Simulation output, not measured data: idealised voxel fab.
process module | voxel trench capacitor
cross-section cut | 270 nm wide | cells 5 nm
A cross-section is a grid of square cells, given in bands from the top down. A band is one or more rows of cells.
Each band's line starts with the height of the band's top and of its bottom, in nm. Then come its materials from left to right, each with its width in nm. One material with "throughout" fills the band from edge to edge. "air" is empty space.
Height 0 is the level under which the wafer as received is all one material. The lowest band goes on downwards, as in "0 down".
A width such as "30 to 40" changes by the same amount from each row of cells to the next, from the band's top row to its bottom row.
"no change" after a step means that no cell of the cross-section changed.
closed voids: empty space of 8 cells or more with no open way to the top, each as width x height at its distance from the left edge, in nm
after a step's settings: what the simulator itself notes on the step
overlay nm, on a step with a mask: how far to the right of its planned place the mask lay; to the left if negative
plan
1 op RECEIVE | material Si
2 op CONFORMAL_DEP | material SiN | thk nm 10
3 op DIRECTIONAL_DEP | material aC | thk nm 15
4 op PATTERN | tone open | mask id TRENCH | material resist | width nm 25 | pitch nm 40 | thk nm 35 | overlay nm 0
5 op DIRECTIONAL_ETCH | etch materials aC | depth nm 15
6 op STRIP | etch materials resist
7 op DIRECTIONAL_ETCH | etch materials SiN | depth nm 10
8 op DIRECTIONAL_ETCH | etch materials Si | depth nm 30
9 op STRIP | etch materials aC
10 op CONFORMAL_DEP | material HfO2 | thk nm 5
11 op CONFORMAL_DEP | material TiN | thk nm 5
12 op FILL_DEP | material W | thk nm 5
13 op CMP | height nm 10
as received, after step 1
  0 down: Si throughout
  closed voids: none
a wafer at the end: this start, this plan, one mistake
  10 to 0: W 70 | TiN 5 | HfO2 5 | SiN 25 | HfO2 5 | TiN 5 | HfO2 5 | SiN 25 | HfO2 5 | TiN 5 | HfO2 5 | SiN 25 | HfO2 5 | TiN 5 | W 75
  0 to -20: W 70 | TiN 5 | HfO2 5 | Si 25 | HfO2 5 | TiN 5 | HfO2 5 | Si 25 | HfO2 5 | TiN 5 | HfO2 5 | Si 25 | HfO2 5 | TiN 5 | W 75
  -20 to -25: TiN 75 | HfO2 5 | Si 25 | HfO2 5 | TiN 5 | HfO2 5 | Si 25 | HfO2 5 | TiN 5 | HfO2 5 | Si 25 | HfO2 5 | TiN 80
  -25 to -30: HfO2 80 | Si 25 | HfO2 15 | Si 25 | HfO2 15 | Si 25 | HfO2 85
  -30 down: Si throughout
  closed voids: none
what went wrong: step 4 ran as: op PATTERN | tone cover | mask id TRENCH | material resist | width nm 25 | pitch nm 40 | thk nm 35 | overlay nm 0
